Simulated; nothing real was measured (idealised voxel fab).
process module | voxel self aligned vias
cross-section cut | 195 nm wide | cells 5 nm
A cross-section is a grid of square cells, given in bands from the top down. A band is one or more rows of cells.
Each band's line starts with the height of the band's top and of its bottom, in nm. Then come its materials from left to right, each with its width in nm. One material with "throughout" fills the band from edge to edge. "air" is empty space.
Height 0 is the level under which the wafer as received is all one material. The lowest band goes on downwards, as in "0 down".
A width such as "30 to 40" changes by the same amount from each row of cells to the next, from the band's top row to its bottom row.
"no change" after a step means that no cell of the cross-section changed.
closed voids: empty space of 8 cells or more with no open way to the top, each as width x height at its distance from the left edge, in nm
after a step's settings: what the simulator itself notes on the step
overlay nm, on a step with a mask: how far to the right of its planned place the mask lay; to the left if negative
plan
1 op RECEIVE | material Si
2 op CONFORMAL_DEP | material SiO2 | thk nm 10
3 op CONFORMAL_DEP | material SiCN | thk nm 5
4 op DIRECTIONAL_DEP | material SiO2 | thk nm 20
5 op MASKED_ETCH | tone open | mask id LINES | width nm 25 | pitch nm 65 | etch materials SiO2 | depth nm 20 | overlay nm -15
6 op CONFORMAL_DEP | material TiN | thk nm 5
7 op FILL_DEP | material Ru | thk nm 5
8 op CMP | height nm 35
9 op SELECTIVE_ETCH | etch materials W Ru TiN | depth nm 5
10 op FILL_DEP | material SiN | thk nm 5
11 op CMP | height nm 35
12 op DIRECTIONAL_DEP | material SiO2 | thk nm 15
13 op DIRECTIONAL_DEP | material aC | thk nm 10
14 op PATTERN | tone open | mask id VIAS | material resist | width nm 45 | thk nm 25 | overlay nm 0
15 op DIRECTIONAL_ETCH | etch materials aC | depth nm 10
16 op STRIP | etch materials resist
17 op DIRECTIONAL_ETCH | etch materials SiO2 | depth nm 15
18 op DIRECTIONAL_ETCH | etch materials SiN | depth nm 5
19 op STRIP | etch materials aC
20 op CONFORMAL_DEP | material TiN | thk nm 5
21 op FILL_DEP | material Cu | thk nm 10
22 op CMP | height nm 50
23 op CONFORMAL_DEP | material SiCN | thk nm 5
varied across the wafers: overlay nm of step 5. The plan shows the first wafer's value. All wafers start alike
first wafer as received, after step 1
  0 down: Si throughout
  closed voids: none
each wafer at the end: cells of each material gained (+) or lost (-) since it was received, then its closed voids
overlay nm -15 | +16 Cu | +12 Ru | +78 SiCN | +6 SiN | +284 SiO2 | +33 TiN | closed voids: none
overlay nm -10 | +17 Cu | +12 Ru | +78 SiCN | +5 SiN | +284 SiO2 | +33 TiN | closed voids: none
overlay nm -5 | +17 Cu | +12 Ru | +78 SiCN | +5 SiN | +284 SiO2 | +33 TiN | closed voids: none
overlay nm 0 | +17 Cu | +12 Ru | +78 SiCN | +5 SiN | +284 SiO2 | +33 TiN | closed voids: none
overlay nm 5 | +17 Cu | +12 Ru | +78 SiCN | +5 SiN | +284 SiO2 | +33 TiN | closed voids: none
overlay nm 10 | +17 Cu | +12 Ru | +78 SiCN | +5 SiN | +284 SiO2 | +33 TiN | closed voids: none
overlay nm 15 | +16 Cu | +12 Ru | +78 SiCN | +6 SiN | +284 SiO2 | +33 TiN | closed voids: none
